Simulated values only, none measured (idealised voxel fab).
Title: Process Module voxel lift off
The cross-section on display is named cut; it measures 205 nm wide, and its cells are 5 nm squares.
If you're reading a cross-section in this doc, picture square cells in a grid; it comes to you as bands, top ones listed first down to the bottom, and a band can be one or more rows of cells.
A band entry consists of two parts. The first gives the height of the band's top and the height of its bottom, in nm. The rest lists the band's materials from left to right, each with its width in nm. A single material labelled with the word "full width" fills the band from edge to edge, and the word "air" marks empty space.
For the purposes of this specification, 0 denotes the height below which the wafer in its as-received condition is composed wholly of one material, and the lowermost band, lacking a lower limit, extends downward without end, as expressed in "0 -> down".
Width spec "30 to 40" -> top row of cells at first value, bottom row at second value, equal per-row change in between.
Given "remained unchanged" for a step, no cell of the cross-section differs between before and after that step.
"Voids, fully enclosed" means: voids of 8 cells or more that are shut off from the top with no open way through. Written width x height at distance, distance from the left edge, in nm.
after a step's settings: what the simulator itself notes on the step
The line of a step may include "overlay nm". On a step with a mask, this value is how far to the right of its planned place the mask lay. A negative value means the mask lay to the left.
# The following list gives the planned process steps
- 1: op RECEIVE | material Si
- 2: op CONFORMAL_DEP | material SiN | thk nm 15
- 3: op PATTERN | tone open | mask id LINES | material resist | width nm 15 | pitch nm 40 | thk nm 25 | overlay nm -15
- 4: op DIRECTIONAL_DEP | material Ru | thk nm 15
- 5: op STRIP | etch materials resist
- 6: op CONFORMAL_DEP | material SiN | thk nm 10
Across this set of wafers, the varied parameter is the overlay nm of step 3. Starting conditions are identical for every wafer, and the plan reports the value assigned to the first wafer.
# Step 1 complete: as-received cross-section of the first of several wafers
0 -> down: Si full width
Voids, fully enclosed: none
# End of the module, past its last step, step 6: how the first of several wafers looks in cross-section
40 -> 30: 30 of air, 35 of SiN, 5 of air, 35 of SiN, 5 of air, 35 of SiN, 60 of air
30 -> 25: 30 of air, 10 of SiN, 15 of Ru, 10 of SiN, 5 of air, 10 of SiN, 15 of Ru, 10 of SiN, 5 of air, 10 of SiN, 15 of Ru, 10 of SiN, 60 of air
25 -> 15: 40 of SiN, 15 of Ru, 25 of SiN, 15 of Ru, 25 of SiN, 15 of Ru, 70 of SiN
15 -> 0: SiN full width
0 -> down: Si full width
Voids, fully enclosed: none
# Cross-section, last wafer, module completion
40 -> 30: 60 of air, 35 of SiN, 5 of air, 35 of SiN, 5 of air, 35 of SiN, 30 of air
30 -> 25: 60 of air, 10 of SiN, 15 of Ru, 10 of SiN, 5 of air, 10 of SiN, 15 of Ru, 10 of SiN, 5 of air, 10 of SiN, 15 of Ru, 10 of SiN, 30 of air
25 -> 15: 70 of SiN, 15 of Ru, 25 of SiN, 15 of Ru, 25 of SiN, 15 of Ru, 40 of SiN
15 -> 0: SiN full width
0 -> down: Si full width
Voids, fully enclosed: none
# Per wafer, end of module: cells gained (+) or lost (-) per material since receipt, then closed voids
overlay nm -15; +27 Ru; +241 SiN; Voids, fully enclosed: none
overlay nm -10; +27 Ru; +241 SiN; Voids, fully enclosed: none
overlay nm -5; +27 Ru; +241 SiN; Voids, fully enclosed: none
overlay nm 0; +27 Ru; +241 SiN; Voids, fully enclosed: none
overlay nm 5; +27 Ru; +241 SiN; Voids, fully enclosed: none
overlay nm 10; +27 Ru; +241 SiN; Voids, fully enclosed: none
overlay nm 15; +27 Ru; +241 SiN; Voids, fully enclosed: none
